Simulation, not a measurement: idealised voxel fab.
Process module heading - voxel gate over fins
Pictured: cross-section cut, 295 nm wide, on a grid of 5 nm square cells.
Cross-section, as written here: a square-cell grid given band by band from the top down, where a band holds one or more rows of cells.
Band: top height; bottom height; in nm. Then, left to right: material with width in nm, for each material. "everywhere": a single material spanning edge to edge. "empty": empty space.
Convention: height 0 is the level below which the wafer, as received, is all one material. The lowest band does not terminate at the bottom but continues downward, represented as "0 and below".
Width spec "30 to 40" -> top row of cells at first value, bottom row at second value, equal per-row change in between.
The designation "no alteration", where it is given for a processing step, indicates that no cell of the cross-section was altered in the course of that step.
Entry "Closed void catalog" = empty spaces >= 8 cells with no open way to the top; each as width x height at distance, distance from left edge, all nm.
Text after the settings on a step's line: the simulator's own remark on that step.
On any step carrying a mask, the "overlay nm" setting, if present on the step's line, tells how far right of its planned place the mask lay; negative values point to the left.

THE FOLLOWING LIST GIVES THE PLANNED PROCESS STEPS
1. RECEIVE [material Si]
2. CONFORMAL_DEP [material SiN] [thk nm 5]
3. PATTERN [tone cover] [mask id FINS] [material resist] [width nm 15] [pitch nm 35] [thk nm 15] [overlay nm 0]
4. DIRECTIONAL_ETCH [etch materials SiN] [depth nm 5]
5. DIRECTIONAL_ETCH [etch materials Si] [depth nm 40]
6. STRIP [etch materials resist]
7. FILL_DEP [material SiO2] [thk nm 5]
8. CMP [height nm 5]
9. SELECTIVE_ETCH [etch materials SiO2] [depth nm 20]
10. STRIP [etch materials SiN]
11. CONFORMAL_DEP [material HfO2] [thk nm 5]
12. CONFORMAL_DEP [material TiN] [thk nm 5]
13. CONFORMAL_DEP [material TiAl] [thk nm 5]
14. CONFORMAL_DEP [material TiN] [thk nm 5]
15. FILL_DEP [material W] [thk nm 15]
16. CMP [height nm 30]
17. CONFORMAL_DEP [material SiCN] [thk nm 10]

SO THIS IS THE INCOMING WAFER IN CROSS-SECTION - IT'S ALREADY BEEN THROUGH STEP 1
    0 and below = Si everywhere
    Closed void catalog: none

END-OF-MODULE CROSS-SECTION OF THE FIRST OF TWO WAFERS, PROCESSED AS PLANNED
    40 down to 30 = SiCN everywhere
    30 down to 20 = W everywhere
    20 down to 15 = 65 W / 160 TiN / 70 W
    15 down to 10 = 65 W / 5 TiN / 150 TiAl / 5 TiN / 70 W
    10 down to 5 = 65 W / 5 TiN / 5 TiAl / 140 TiN / 5 TiAl / 5 TiN / 70 W
    5 down to 0 = 70 TiN / 5 TiAl / 5 TiN / 25 HfO2 / 10 TiN / 25 HfO2 / 10 TiN / 25 HfO2 / 10 TiN / 25 HfO2 / 5 TiN / 5 TiAl / 75 TiN
    0 down to -5 = 75 TiAl / 5 TiN / 5 HfO2 / 15 Si / 5 HfO2 / 10 TiN / 5 HfO2 / 15 Si / 5 HfO2 / 10 TiN / 5 HfO2 / 15 Si / 5 HfO2 / 10 TiN / 5 HfO2 / 15 Si / 5 HfO2 / 5 TiN / 80 TiAl
    -5 down to -10 = 80 TiN / 5 HfO2 / 15 Si / 5 HfO2 / 10 TiN / 5 HfO2 / 15 Si / 5 HfO2 / 10 TiN / 5 HfO2 / 15 Si / 5 HfO2 / 10 TiN / 5 HfO2 / 15 Si / 5 HfO2 / 85 TiN
    -10 down to -15 = 85 HfO2 / 15 Si / 20 HfO2 / 15 Si / 20 HfO2 / 15 Si / 20 HfO2 / 15 Si / 90 HfO2
    -15 down to -40 = 85 SiO2 / 15 Si / 20 SiO2 / 15 Si / 20 SiO2 / 15 Si / 20 SiO2 / 15 Si / 90 SiO2
    -40 and below = Si everywhere
    Closed void catalog: none

WAFER TWO, SECTIONED AFTER THE MODULE: THE FIRST WAFER'S START, THE FIRST WAFER'S PLAN, AND ONE MISTAKE IN HOW IT WAS RUN
    40 down to 30 = SiCN everywhere
    30 down to 20 = W everywhere
    20 down to 15 = 65 W / 160 TiN / 70 W
    15 down to 10 = 65 W / 5 TiN / 150 TiAl / 5 TiN / 70 W
    10 down to 5 = 65 W / 5 TiN / 5 TiAl / 140 TiN / 5 TiAl / 5 TiN / 70 W
    5 down to 0 = 70 TiN / 5 TiAl / 5 TiN / 25 SiCN / 10 TiN / 25 SiCN / 10 TiN / 25 SiCN / 10 TiN / 25 SiCN / 5 TiN / 5 TiAl / 75 TiN
    0 down to -5 = 75 TiAl / 5 TiN / 5 SiCN / 15 Si / 5 SiCN / 10 TiN / 5 SiCN / 15 Si / 5 SiCN / 10 TiN / 5 SiCN / 15 Si / 5 SiCN / 10 TiN / 5 SiCN / 15 Si / 5 SiCN / 5 TiN / 80 TiAl
    -5 down to -10 = 80 TiN / 5 SiCN / 15 Si / 5 SiCN / 10 TiN / 5 SiCN / 15 Si / 5 SiCN / 10 TiN / 5 SiCN / 15 Si / 5 SiCN / 10 TiN / 5 SiCN / 15 Si / 5 SiCN / 85 TiN
    -10 down to -15 = 85 SiCN / 15 Si / 20 SiCN / 15 Si / 20 SiCN / 15 Si / 20 SiCN / 15 Si / 90 SiCN
    -15 down to -40 = 85 SiO2 / 15 Si / 20 SiO2 / 15 Si / 20 SiO2 / 15 Si / 20 SiO2 / 15 Si / 90 SiO2
    -40 and below = Si everywhere
    Closed void catalog: none
Error vs. plan: step 11 off recipe, ran as CONFORMAL_DEP [material SiCN] [thk nm 5]
Bottom line after processing is that, in cells, the second wafer is up or down on some materials versus the first: -83 HfO2, +83 SiCN
